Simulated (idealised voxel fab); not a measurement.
The following process module bears the name voxel capacitor over wiring.
It is cross-section cut that appears here, measuring 155 nm in width, its square cells being 5 nm in size.
In what follows, cross-sections appear as grids of square cells, described through bands that run from the top down, where every band is one or more rows of cells.
Heads up on the band format: heights come first, top then bottom, in nm. After that it's the materials left to right, each with its width in nm. A single material flagged "everywhere" fills the whole band edge to edge, and "air" means there's empty space there.
Height datum 0, below which the as-received substrate wafer is one material. Lowest band open at the bottom, running downward: "0 down".
A width such as "30->40" changes by the same amount from each row of cells to the next, from the band's top row to its bottom row.
Key: "all unchanged" - step with no changed cell in the cross-section.
Heads up: "Closed void table" only lists the empty pockets with no open path to the top that are 8 cells or more, and it writes them as width x height at distance, distance from the left edge, in nm.
On each step's line, the part that comes after the settings is the simulator's own comment on the step.
The setting "overlay nm" may be written on the line of a step. When the step uses a mask, the value reports how far to the right of the planned place the mask lay, and a negative value reports that it lay to the left.

## These are the steps we planned for the process
1 op RECEIVE | material Si
2 op CONFORMAL_DEP | material SiO2 | thk nm 10
3 op DIRECTIONAL_DEP | material TiN | thk nm 5
4 op DIRECTIONAL_DEP | material Ru | thk nm 25
5 op MASKED_ETCH | tone cover | mask id METAL_1 | width nm 30 | pitch nm 85 | etch materials Ru | depth nm 25 | overlay nm 0
6 op MASKED_ETCH | tone cover | mask id METAL_1 | width nm 30 | pitch nm 85 | etch materials TiN | depth nm 5 | overlay nm 0
7 op CONFORMAL_DEP | material SiN | thk nm 5
8 op FILL_DEP | material lowk | thk nm 5
9 op CMP | height nm 40
10 op CONFORMAL_DEP | material SiCN | thk nm 5
11 op DIRECTIONAL_DEP | material SiO2 | thk nm 20
12 op PATTERN | tone open | mask id PLUG_1 | material resist | width nm 15 | thk nm 20 | overlay nm 0
13 op DIRECTIONAL_ETCH | etch materials SiO2 | depth nm 20
14 op DIRECTIONAL_ETCH | etch materials SiCN | depth nm 5
15 op STRIP | etch materials resist
16 op EPI | material Ru | thk nm 10
17 op EPI | material Ru | thk nm 10
18 op EPI | material Ru | thk nm 5
19 op DIRECTIONAL_DEP | material TiN | thk nm 10
20 op DIRECTIONAL_DEP | material Al2O3 | thk nm 5
21 op DIRECTIONAL_DEP | material TiN | thk nm 10
22 op MASKED_ETCH | tone cover | mask id UPPER_PLATE | width nm 60 | etch materials TiN | depth nm 10 | overlay nm 0
23 op MASKED_ETCH | tone cover | mask id UPPER_PLATE | width nm 60 | etch materials Al2O3 | depth nm 5 | overlay nm 0
24 op MASKED_ETCH | tone cover | mask id LOWER_PLATE | width nm 70 | etch materials TiN | depth nm 10 | overlay nm 0
25 op FILL_DEP | material SiO2 | thk nm 15
26 op CMP | height nm 100
27 op MASKED_ETCH | tone open | mask id PLUG_2 | width nm 15 | etch materials SiO2 | depth nm 10 | overlay nm 0
28 op CONFORMAL_DEP | material TiN | thk nm 5
29 op FILL_DEP | material Cu | thk nm 10
30 op CMP | height nm 100
31 op CONFORMAL_DEP | material SiCN | thk nm 5

## Cross-sectional view of the wafer in its as-received condition, corresponding to the state after step 1
* 0 down  Si everywhere
* Closed void table: none

## Cross-section taken at module completion on the first of two wafers; processed per the plan
* 105 to 100  SiCN everywhere
* 100 to 95  SiO2 45 nm  TiN 5 nm  Cu 5 nm  TiN 5 nm  SiO2 95 nm
* 95 to 90  SiO2 45 nm  TiN 15 nm  SiO2 95 nm
* 90 to 80  SiO2 35 nm  TiN 60 nm  SiO2 60 nm
* 80 to 75  SiO2 35 nm  Al2O3 60 nm  SiO2 60 nm
* 75 to 65  SiO2 30 nm  TiN 70 nm  SiO2 55 nm
* 65 to 45  SiO2 35 nm  Ru 15 nm  SiO2 105 nm
* 45 to 40  SiCN 35 nm  Ru 15 nm  SiCN 105 nm
* 40 to 15  lowk 15 nm  SiN 5 nm  Ru 30 nm  SiN 5 nm  lowk 45 nm  SiN 5 nm  Ru 30 nm  SiN 5 nm  lowk 15 nm
* 15 to 10  SiN 20 nm  TiN 30 nm  SiN 55 nm  TiN 30 nm  SiN 20 nm
* 10 to 0  SiO2 everywhere
* 0 down  Si everywhere
* Closed void table: none

## Module end: cross-section of wafer two of two. Same start and process plan as the first wafer. One mistake during execution
* 105 to 100  SiCN everywhere
* 100 to 95  Cu everywhere
* 95 to 90  TiN everywhere
* 90 to 80  SiO2 35 nm  TiN 60 nm  SiO2 60 nm
* 80 to 75  SiO2 35 nm  Al2O3 60 nm  SiO2 60 nm
* 75 to 65  SiO2 30 nm  TiN 70 nm  SiO2 55 nm
* 65 to 45  SiO2 35 nm  Ru 15 nm  SiO2 105 nm
* 45 to 40  SiCN 35 nm  Ru 15 nm  SiCN 105 nm
* 40 to 15  lowk 15 nm  SiN 5 nm  Ru 30 nm  SiN 5 nm  lowk 45 nm  SiN 5 nm  Ru 30 nm  SiN 5 nm  lowk 15 nm
* 15 to 10  SiN 20 nm  TiN 30 nm  SiN 55 nm  TiN 30 nm  SiN 20 nm
* 10 to 0  SiO2 everywhere
* 0 down  Si everywhere
* Closed void table: none
Deviation from plan: step 26 went in with a setting other than planned; the actual run was op CMP | height nm 90
Final wafer comparison in cells, second versus first, more or fewer per material: Cu +30, SiO2 -56, TiN +26
